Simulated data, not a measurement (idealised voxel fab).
The document below concerns the process module designated voxel ribs on slabs.
It is cross-section cut that appears here, measuring 200 nm in width, its square cells being 5 nm in size.
In this document a cross-section is written as a grid of square cells. It is given as a series of bands, listed from the top down, and a band is one or more rows of cells. Band: top height; bottom height; in nm. Then, left to right: material with width in nm, for each material. "all across": a single material spanning edge to edge. "air": empty space. For the purposes of this specification, 0 denotes the height below which the wafer in its as-received condition is composed wholly of one material, and the lowermost band, lacking a lower limit, extends downward without end, as expressed in "z 0 and below". Width "30 to 40": first value at the band's top row of cells, second value at its bottom row, equal change from row to row. A step reported as "no modification" is a step in which no cell of the cross-section changed. In "Cavities, closed" the enclosed voids are listed, meaning empty spaces of 8 cells or larger without any opening to the top. The form is width x height at distance, distance from the left edge, units nm. What comes after the settings on a step's line is commentary from the simulator itself on that step. Steps that use a mask can have "overlay nm" on their line. It says how far the mask sat to the right of where it was meant to be. Negative means to the left.

Here's what the planned process steps look like:
1) RECEIVE, material Si
2) DIRECTIONAL_DEP, material SiO2, thk nm 25
3) DIRECTIONAL_DEP, material SiN, thk nm 25
4) MASKED_ETCH, tone cover, mask id RIB, width nm 25, etch materials SiN, depth nm 20, overlay nm 0
5) DIRECTIONAL_DEP, material aC, thk nm 15
6) PATTERN, tone cover, mask id SLAB, material resist, width nm 55, thk nm 30, overlay nm 0
7) DIRECTIONAL_ETCH, etch materials aC, depth nm 15
8) STRIP, etch materials resist
9) DIRECTIONAL_ETCH, etch materials SiN, depth nm 5
10) STRIP, etch materials aC
11) FILL_DEP, material SiO2, thk nm 20
12) CMP, height nm 60
13) DIRECTIONAL_DEP, material W, thk nm 5
14) MASKED_ETCH, tone cover, mask id HEATER, width nm 35, etch materials W, depth nm 5, overlay nm 0
15) CONFORMAL_DEP, material SiN, thk nm 10

Concerning the first of two wafers, which was run in accordance with the plan:

Incoming wafer in cross-section (state: after step 1):
- z 0 and below: Si all across
- Cavities, closed: none

The wafer, seen in cross-section, after step 2:
- z 25 to 0: SiO2 all across
- For the remainder of the cross-section, below 0, there is no change.

The wafer, seen in cross-section, after step 3:
- z 50 to 25: SiN all across
- For the remainder of the cross-section, below 25, there is no change.

The wafer, seen in cross-section, after step 4:
- z 50 to 30: air 85  SiN 25  air 90
- For the remainder of the cross-section, below 30, there is no change.

The wafer, seen in cross-section, after step 5:
- z 65 to 50: air 85  aC 25  air 90
- z 50 to 45: air 85  SiN 25  air 90
- z 45 to 30: aC 85  SiN 25  aC 90
- For the remainder of the cross-section, below 30, there is no change.

The wafer, seen in cross-section, after step 6:
- z 95 to 65: air 70  resist 55  air 75
- z 65 to 50: air 70  resist 15  aC 25  resist 15  air 75
- z 50 to 45: air 70  resist 15  SiN 25  resist 15  air 75
- For the remainder of the cross-section, below 45, there is no change.

The wafer, seen in cross-section, after step 7:
- z 80 to 65: air 70  resist 55  air 75
- z 65 to 50: air 70  resist 15  aC 25  resist 15  air 75
- z 50 to 45: air 70  resist 15  SiN 25  resist 15  air 75
- z 45 to 30: air 70  aC 15  SiN 25  aC 15  air 75
- For the remainder of the cross-section, below 30, there is no change.

The wafer, seen in cross-section, after step 8:
- z 65 to 50: air 85  aC 25  air 90
- z 50 to 45: air 85  SiN 25  air 90
- For the remainder of the cross-section, below 45, there is no change.

The wafer, seen in cross-section, after step 9:
- z 65 to 50: air 85  aC 25  air 90
- z 50 to 45: air 85  SiN 25  air 90
- z 45 to 30: air 70  aC 15  SiN 25  aC 15  air 75
- z 30 to 25: air 70  SiN 55  air 75
- For the remainder of the cross-section, below 25, there is no change.

The wafer, seen in cross-section, after step 10:
- z 50 to 30: air 85  SiN 25  air 90
- For the remainder of the cross-section, below 30, there is no change.

The wafer, seen in cross-section, after step 11:
- z 70 to 50: SiO2 all across
- z 50 to 30: SiO2 85  SiN 25  SiO2 90
- z 30 to 25: SiO2 70  SiN 55  SiO2 75
- For the remainder of the cross-section, below 25, there is no change.

The wafer, seen in cross-section, after step 12:
- z 60 to 50: SiO2 all across
- For the remainder of the cross-section, below 50, there is no change.

The wafer, seen in cross-section, after step 13:
- z 65 to 60: W all across
- For the remainder of the cross-section, below 60, there is no change.

The wafer, seen in cross-section, after step 14:
- z 65 to 60: air 80  W 35  air 85
- For the remainder of the cross-section, below 60, there is no change.

The wafer, seen in cross-section, after step 15:
- z 75 to 70: air 70  SiN 55  air 75
- z 70 to 65: SiN all across
- z 65 to 60: SiN 80  W 35  SiN 85
- For the remainder of the cross-section, below 60, there is no change.

Second wafer, same starting state and plan as the first, one mistake in the run, identical through step 1:

Here is the second wafer in cross-section at the point where step 2 of the plan should have been done:
- z 50 to 0: SiO2 all across
- For the remainder of the cross-section, below 0, there is no change.

Here is the second wafer in cross-section at the point where step 3 of the plan should have been done:
- z 75 to 50: SiN all across
- For the remainder of the cross-section, below 50, there is no change.

Here is the second wafer in cross-section at the point where step 4 of the plan should have been done:
- z 75 to 55: air 85  SiN 25  air 90
- For the remainder of the cross-section, below 55, there is no change.

Here is the second wafer in cross-section at the point where step 5 of the plan should have been done:
- z 90 to 75: air 85  aC 25  air 90
- z 75 to 70: air 85  SiN 25  air 90
- z 70 to 55: aC 85  SiN 25  aC 90
- For the remainder of the cross-section, below 55, there is no change.

Here is the second wafer in cross-section at the point where step 6 of the plan should have been done:
- z 120 to 90: air 70  resist 55  air 75
- z 90 to 75: air 70  resist 15  aC 25  resist 15  air 75
- z 75 to 70: air 70  resist 15  SiN 25  resist 15  air 75
- For the remainder of the cross-section, below 70, there is no change.

Here is the second wafer in cross-section at the point where step 7 of the plan should have been done:
- z 105 to 90: air 70  resist 55  air 75
- z 90 to 75: air 70  resist 15  aC 25  resist 15  air 75
- z 75 to 70: air 70  resist 15  SiN 25  resist 15  air 75
- z 70 to 55: air 70  aC 15  SiN 25  aC 15  air 75
- For the remainder of the cross-section, below 55, there is no change.

Here is the second wafer in cross-section at the point where step 8 of the plan should have been done:
- z 90 to 75: air 85  aC 25  air 90
- z 75 to 70: air 85  SiN 25  air 90
- For the remainder of the cross-section, below 70, there is no change.

Here is the second wafer in cross-section at the point where step 9 of the plan should have been done:
- z 90 to 75: air 85  aC 25  air 90
- z 75 to 70: air 85  SiN 25  air 90
- z 70 to 55: air 70  aC 15  SiN 25  aC 15  air 75
- z 55 to 50: air 70  SiN 55  air 75
- For the remainder of the cross-section, below 50, there is no change.

Here is the second wafer in cross-section at the point where step 10 of the plan should have been done:
- z 75 to 55: air 85  SiN 25  air 90
- For the remainder of the cross-section, below 55, there is no change.

Here is the second wafer in cross-section at the point where step 11 of the plan should have been done:
- z 95 to 75: SiO2 all across
- z 75 to 55: SiO2 85  SiN 25  SiO2 90
- z 55 to 50: SiO2 70  SiN 55  SiO2 75
- For the remainder of the cross-section, below 50, there is no change.

Here is the second wafer in cross-section at the point where step 12 of the plan should have been done:
- z 60 to 50: SiO2 85 to 70  SiN 25 to 55  SiO2 90 to 75
- For the remainder of the cross-section, below 50, there is no change.

Here is the second wafer in cross-section at the point where step 13 of the plan should have been done:
- z 65 to 60: W all across
- For the remainder of the cross-section, below 60, there is no change.

Here is the second wafer in cross-section at the point where step 14 of the plan should have been done:
- z 65 to 60: air 80  W 35  air 85
- For the remainder of the cross-section, below 60, there is no change.

Here is the second wafer in cross-section at the point where step 15 of the plan should have been done:
- z 75 to 70: air 70  SiN 55  air 75
- z 70 to 65: SiN all across
- z 65 to 60: SiN 80  W 35  SiN 85
- For the remainder of the cross-section, below 60, there is no change.
Deviation from plan: step 2 of the plan saw execution twice
Wafer comparison, final, in cells, second relative to first, materials more or fewer: SiN: 15 fewer; SiO2: 15 more
